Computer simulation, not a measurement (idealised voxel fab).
process module | voxel lift off
cross-section cut | 170 nm wide | cells 5 nm
A cross-section is a grid of square cells, given in bands from the top down. A band is one or more rows of cells.
Each band's line starts with the height of the band's top and of its bottom, in nm. Then come its materials from left to right, each with its width in nm. One material with "throughout" fills the band from edge to edge. "air" is empty space.
Height 0 is the level under which the wafer as received is all one material. The lowest band goes on downwards, as in "0 down".
A width such as "30 to 40" changes by the same amount from each row of cells to the next, from the band's top row to its bottom row.
"no change" after a step means that no cell of the cross-section changed.
closed voids: empty space of 8 cells or more with no open way to the top, each as width x height at its distance from the left edge, in nm
after a step's settings: what the simulator itself notes on the step
overlay nm, on a step with a mask: how far to the right of its planned place the mask lay; to the left if negative
plan
1 op RECEIVE | material Si
2 op CONFORMAL_DEP | material SiN | thk nm 5
3 op PATTERN | tone open | mask id LINES | material resist | width nm 20 | pitch nm 50 | thk nm 25 | overlay nm 0
4 op DIRECTIONAL_DEP | material Ru | thk nm 10
5 op STRIP | etch materials resist
6 op CONFORMAL_DEP | material SiCN | thk nm 5
as received, after step 1
  0 down: Si throughout
  closed voids: none
a wafer at the end: this start, this plan, one mistake
  15 to 10: air 45 | SiCN 30 | air 20 | SiCN 30 | air 45
  10 to 5: air 45 | SiCN 5 | Ru 20 | SiCN 5 | air 20 | SiCN 5 | Ru 20 | SiCN 5 | air 45
  5 to 0: SiCN 50 | Ru 20 | SiCN 30 | Ru 20 | SiCN 50
  0 down: Si throughout
  closed voids: none
what went wrong: step 2 was left out
